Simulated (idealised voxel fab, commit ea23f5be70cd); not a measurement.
process module | voxel quadruple lines
cross-section cut | 290 nm wide | cells 5 nm
A cross-section is a grid of square cells, given in bands from the top down. A band is one or more rows of cells.
Each band's line starts with the height of the band's top and of its bottom, in nm. Then come its materials from left to right, each with its width in nm. One material with "throughout" fills the band from edge to edge. "air" is empty space.
Height 0 is the level under which the wafer as received is all one material. The lowest band goes on downwards, as in "0 down".
A width such as "30 to 40" changes by the same amount from each row of cells to the next, from the band's top row to its bottom row.
"no change" after a step means that no cell of the cross-section changed.
closed voids: empty space of 8 cells or more with no open way to the top, each as width x height at its distance from the left edge, in nm
after a step's settings: what the simulator itself notes on the step
overlay nm, on a step with a mask: how far to the right of its planned place the mask lay; to the left if negative
plan
1 op RECEIVE | material Si
2 op CONFORMAL_DEP | material Al2O3 | thk nm 5
3 op DIRECTIONAL_DEP | material W | thk nm 10
4 op DIRECTIONAL_DEP | material polySi | thk nm 15
5 op DIRECTIONAL_DEP | material aC | thk nm 20
6 op PATTERN | tone cover | mask id MANDREL | material resist | width nm 35 | pitch nm 100 | thk nm 30 | overlay nm 0
7 op DIRECTIONAL_ETCH | etch materials aC | depth nm 20
8 op STRIP | etch materials resist
9 op CONFORMAL_DEP | material SiO2 | thk nm 15
10 op DIRECTIONAL_ETCH | etch materials SiO2 | depth nm 15
11 op STRIP | etch materials aC
12 op DIRECTIONAL_ETCH | etch materials polySi | depth nm 15
13 op STRIP | etch materials SiO2
14 op CONFORMAL_DEP | material SiCN | thk nm 10
15 op DIRECTIONAL_ETCH | etch materials SiCN | depth nm 10
16 op STRIP | etch materials polySi
17 op DIRECTIONAL_ETCH | etch materials W | depth nm 10
18 op STRIP | etch materials SiCN
19 op FILL_DEP | material SiO2 | thk nm 5
20 op CMP | height nm 15
first wafer, as planned
as received, after step 1
  0 down: Si throughout
  closed voids: none
after step 2
  5 to 0: Al2O3 throughout
  below 0: unchanged
after step 3
  15 to 5: W throughout
  below 5: unchanged
after step 4
  30 to 15: polySi throughout
  below 15: unchanged
after step 5
  50 to 30: aC throughout
  below 30: unchanged
after step 6
  80 to 50: air 75 | resist 35 | air 65 | resist 35 | air 80
  below 50: unchanged
after step 7
  60 to 50: air 75 | resist 35 | air 65 | resist 35 | air 80
  50 to 30: air 75 | aC 35 | air 65 | aC 35 | air 80
  below 30: unchanged
after step 8
  50 to 30: air 75 | aC 35 | air 65 | aC 35 | air 80
  below 30: unchanged
after step 9
  65 to 50: air 60 | SiO2 65 | air 35 | SiO2 65 | air 65
  50 to 45: air 60 | SiO2 15 | aC 35 | SiO2 15 | air 35 | SiO2 15 | aC 35 | SiO2 15 | air 65
  45 to 30: SiO2 75 | aC 35 | SiO2 65 | aC 35 | SiO2 80
  below 30: unchanged
after step 10
  50 to 30: air 60 | SiO2 15 | aC 35 | SiO2 15 | air 35 | SiO2 15 | aC 35 | SiO2 15 | air 65
  below 30: unchanged
after step 11
  50 to 30: air 60 | SiO2 15 | air 35 | SiO2 15 | air 35 | SiO2 15 | air 35 | SiO2 15 | air 65
  below 30: unchanged
after step 12
  50 to 30: air 60 | SiO2 15 | air 35 | SiO2 15 | air 35 | SiO2 15 | air 35 | SiO2 15 | air 65
  30 to 15: air 60 | polySi 15 | air 35 | polySi 15 | air 35 | polySi 15 | air 35 | polySi 15 | air 65
  below 15: unchanged
after step 13
  30 to 15: air 60 | polySi 15 | air 35 | polySi 15 | air 35 | polySi 15 | air 35 | polySi 15 | air 65
  below 15: unchanged
after step 14
  40 to 30: air 50 | SiCN 35 | air 15 | SiCN 35 | air 15 | SiCN 35 | air 15 | SiCN 35 | air 55
  30 to 25: air 50 | SiCN 10 | polySi 15 | SiCN 10 | air 15 | SiCN 10 | polySi 15 | SiCN 10 | air 15 | SiCN 10 | polySi 15 | SiCN 10 | air 15 | SiCN 10 | polySi 15 | SiCN 10 | air 55
  25 to 15: SiCN 60 | polySi 15 | SiCN 35 | polySi 15 | SiCN 35 | polySi 15 | SiCN 35 | polySi 15 | SiCN 65
  below 15: unchanged
after step 15
  30 to 15: air 50 | SiCN 10 | polySi 15 | SiCN 10 | air 15 | SiCN 10 | polySi 15 | SiCN 10 | air 15 | SiCN 10 | polySi 15 | SiCN 10 | air 15 | SiCN 10 | polySi 15 | SiCN 10 | air 55
  below 15: unchanged
after step 16
  30 to 15: air 50 | SiCN 10 | air 15 | SiCN 10 | air 15 | SiCN 10 | air 15 | SiCN 10 | air 15 | SiCN 10 | air 15 | SiCN 10 | air 15 | SiCN 10 | air 15 | SiCN 10 | air 55
  below 15: unchanged
after step 17
  30 to 15: air 50 | SiCN 10 | air 15 | SiCN 10 | air 15 | SiCN 10 | air 15 | SiCN 10 | air 15 | SiCN 10 | air 15 | SiCN 10 | air 15 | SiCN 10 | air 15 | SiCN 10 | air 55
  15 to 5: air 50 | W 10 | air 15 | W 10 | air 15 | W 10 | air 15 | W 10 | air 15 | W 10 | air 15 | W 10 | air 15 | W 10 | air 15 | W 10 | air 55
  below 5: unchanged
after step 18
  15 to 5: air 50 | W 10 | air 15 | W 10 | air 15 | W 10 | air 15 | W 10 | air 15 | W 10 | air 15 | W 10 | air 15 | W 10 | air 15 | W 10 | air 55
  below 5: unchanged
after step 19
  20 to 15: SiO2 throughout
  15 to 5: SiO2 50 | W 10 | SiO2 15 | W 10 | SiO2 15 | W 10 | SiO2 15 | W 10 | SiO2 15 | W 10 | SiO2 15 | W 10 | SiO2 15 | W 10 | SiO2 15 | W 10 | SiO2 55
  below 5: unchanged
after step 20
  15 to 5: SiO2 50 | W 10 | SiO2 15 | W 10 | SiO2 15 | W 10 | SiO2 15 | W 10 | SiO2 15 | W 10 | SiO2 15 | W 10 | SiO2 15 | W 10 | SiO2 15 | W 10 | SiO2 55
  below 5: unchanged
second wafer: like start, like plan, one mistake. Through step 5 it matches the first wafer
when step 6 should have ended
  80 to 50: air 70 | resist 45 | air 55 | resist 45 | air 75
  below 50: unchanged
when step 7 should have ended
  60 to 50: air 70 | resist 45 | air 55 | resist 45 | air 75
  50 to 30: air 70 | aC 45 | air 55 | aC 45 | air 75
  below 30: unchanged
when step 8 should have ended
  50 to 30: air 70 | aC 45 | air 55 | aC 45 | air 75
  below 30: unchanged
when step 9 should have ended
  65 to 50: air 55 | SiO2 75 | air 25 | SiO2 75 | air 60
  50 to 45: air 55 | SiO2 15 | aC 45 | SiO2 15 | air 25 | SiO2 15 | aC 45 | SiO2 15 | air 60
  45 to 30: SiO2 70 | aC 45 | SiO2 55 | aC 45 | SiO2 75
  below 30: unchanged
when step 10 should have ended
  50 to 30: air 55 | SiO2 15 | aC 45 | SiO2 15 | air 25 | SiO2 15 | aC 45 | SiO2 15 | air 60
  below 30: unchanged
when step 11 should have ended
  50 to 30: air 55 | SiO2 15 | air 45 | SiO2 15 | air 25 | SiO2 15 | air 45 | SiO2 15 | air 60
  below 30: unchanged
when step 12 should have ended
  50 to 30: air 55 | SiO2 15 | air 45 | SiO2 15 | air 25 | SiO2 15 | air 45 | SiO2 15 | air 60
  30 to 15: air 55 | polySi 15 | air 45 | polySi 15 | air 25 | polySi 15 | air 45 | polySi 15 | air 60
  below 15: unchanged
when step 13 should have ended
  30 to 15: air 55 | polySi 15 | air 45 | polySi 15 | air 25 | polySi 15 | air 45 | polySi 15 | air 60
  below 15: unchanged
when step 14 should have ended
  40 to 30: air 45 | SiCN 35 | air 25 | SiCN 35 | air 5 | SiCN 35 | air 25 | SiCN 35 | air 50
  30 to 25: air 45 | SiCN 10 | polySi 15 | SiCN 10 | air 25 | SiCN 10 | polySi 15 | SiCN 10 | air 5 | SiCN 10 | polySi 15 | SiCN 10 | air 25 | SiCN 10 | polySi 15 | SiCN 10 | air 50
  25 to 15: SiCN 55 | polySi 15 | SiCN 45 | polySi 15 | SiCN 25 | polySi 15 | SiCN 45 | polySi 15 | SiCN 60
  below 15: unchanged
when step 15 should have ended
  30 to 15: air 45 | SiCN 10 | polySi 15 | SiCN 10 | air 25 | SiCN 10 | polySi 15 | SiCN 10 | air 5 | SiCN 10 | polySi 15 | SiCN 10 | air 25 | SiCN 10 | polySi 15 | SiCN 10 | air 50
  below 15: unchanged
when step 16 should have ended
  30 to 15: air 45 | SiCN 10 | air 15 | SiCN 10 | air 25 | SiCN 10 | air 15 | SiCN 10 | air 5 | SiCN 10 | air 15 | SiCN 10 | air 25 | SiCN 10 | air 15 | SiCN 10 | air 50
  below 15: unchanged
when step 17 should have ended
  30 to 15: air 45 | SiCN 10 | air 15 | SiCN 10 | air 25 | SiCN 10 | air 15 | SiCN 10 | air 5 | SiCN 10 | air 15 | SiCN 10 | air 25 | SiCN 10 | air 15 | SiCN 10 | air 50
  15 to 5: air 45 | W 10 | air 15 | W 10 | air 25 | W 10 | air 15 | W 10 | air 5 | W 10 | air 15 | W 10 | air 25 | W 10 | air 15 | W 10 | air 50
  below 5: unchanged
when step 18 should have ended
  15 to 5: air 45 | W 10 | air 15 | W 10 | air 25 | W 10 | air 15 | W 10 | air 5 | W 10 | air 15 | W 10 | air 25 | W 10 | air 15 | W 10 | air 50
  below 5: unchanged
when step 19 should have ended
  20 to 15: SiO2 throughout
  15 to 5: SiO2 45 | W 10 | SiO2 15 | W 10 | SiO2 25 | W 10 | SiO2 15 | W 10 | SiO2 5 | W 10 | SiO2 15 | W 10 | SiO2 25 | W 10 | SiO2 15 | W 10 | SiO2 50
  below 5: unchanged
when step 20 should have ended
  15 to 5: SiO2 45 | W 10 | SiO2 15 | W 10 | SiO2 25 | W 10 | SiO2 15 | W 10 | SiO2 5 | W 10 | SiO2 15 | W 10 | SiO2 25 | W 10 | SiO2 15 | W 10 | SiO2 50
  below 5: unchanged
what went wrong: step 6 ran as: op PATTERN | tone cover | mask id MANDREL | material resist | width nm 45 | pitch nm 100 | thk nm 30 | overlay nm 0
at the end the second wafer has, in cells: as many of each material as the first, in other places
